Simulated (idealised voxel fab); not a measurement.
Herein follows the process module entitled voxel ribs on slabs.
The cross-section shown here is cut; it is 280 nm wide and divided into square cells measuring 5 nm on a side.
We lay out every cross-section as a grid of square cells and spell it out in bands from the top down, where one band means one or more rows of cells. Look at the band entry: it leads with the top's height and the bottom's height in nm. Then it lists the materials left to right, with a width in nm for each. The word "all across" on a single material says that material fills the band edge to edge. The word "air" is empty space. Height datum 0, below which the as-received substrate wafer is one material. Lowest band open at the bottom, running downward: "0..down". When a width is written as two numbers, as in "30 to 40", the first number is the width in the top row of cells of the band and the second is the width in its bottom row, and the width changes by the same amount from each row to the next. It should be understood that the words "identical to before", when stated for a given step, signify that the cross-section underwent no change in any of its cells during that step. If an empty space has no open way to the top and is at least 8 cells in size, "Closed void table" lists it, written width x height at distance, where distance is measured from the left edge and every value is in nm. after a step's settings: what the simulator itself notes on the step. What "overlay nm" on a step's line means: if the step has a mask, that mask lay this far to the right of its planned place, or, when the value is negative, to the left.

# Listed below are the process steps as planned
step 1: op RECEIVE | material Si
step 2: op DIRECTIONAL_DEP | material SiO2 | thk nm 25
step 3: op DIRECTIONAL_DEP | material polySi | thk nm 15
step 4: op DIRECTIONAL_DEP | material aC | thk nm 10
step 5: op PATTERN | tone cover | mask id RIB | material resist | width nm 15 | thk nm 30 | overlay nm 0
step 6: op DIRECTIONAL_ETCH | etch materials aC | depth nm 10
step 7: op STRIP | etch materials resist
step 8: op DIRECTIONAL_ETCH | etch materials polySi | depth nm 10
step 9: op STRIP | etch materials aC
step 10: op DIRECTIONAL_DEP | material aC | thk nm 15
step 11: op PATTERN | tone cover | mask id SLAB | material resist | width nm 45 | thk nm 35 | overlay nm 0
step 12: op DIRECTIONAL_ETCH | etch materials aC | depth nm 15
step 13: op STRIP | etch materials resist
step 14: op DIRECTIONAL_ETCH | etch materials polySi | depth nm 5
step 15: op STRIP | etch materials aC
step 16: op FILL_DEP | material SiO2 | thk nm 20
step 17: op CMP | height nm 50
step 18: op DIRECTIONAL_DEP | material TiN | thk nm 5
step 19: op DIRECTIONAL_DEP | material aC | thk nm 15
step 20: op PATTERN | tone cover | mask id HEATER | material resist | width nm 25 | thk nm 35 | overlay nm 0
step 21: op DIRECTIONAL_ETCH | etch materials aC | depth nm 15
step 22: op STRIP | etch materials resist
step 23: op DIRECTIONAL_ETCH | etch materials TiN | depth nm 5
step 24: op STRIP | etch materials aC
step 25: op CONFORMAL_DEP | material SiO2 | thk nm 10
For clarity, it should be stated that the wafers under discussion commence in an identical condition and differ with respect to the width nm of step 11, the plan indicating the value that the first wafer had.

# This is how the first of several wafers looked in cross-section when it arrived, which is after step 1
    0..down = Si all across
    Closed void table: none

# Gained (+) or lost (-) cells of each material since receipt, then closed voids: one row per wafer, at the end of the module
width nm 45, +661 SiO2, +5 TiN, +15 polySi, Closed void table: none
width nm 50, +660 SiO2, +5 TiN, +16 polySi, Closed void table: none
width nm 55, +659 SiO2, +5 TiN, +17 polySi, Closed void table: none
width nm 60, +658 SiO2, +5 TiN, +18 polySi, Closed void table: none
width nm 65, +657 SiO2, +5 TiN, +19 polySi, Closed void table: none
width nm 70, +656 SiO2, +5 TiN, +20 polySi, Closed void table: none
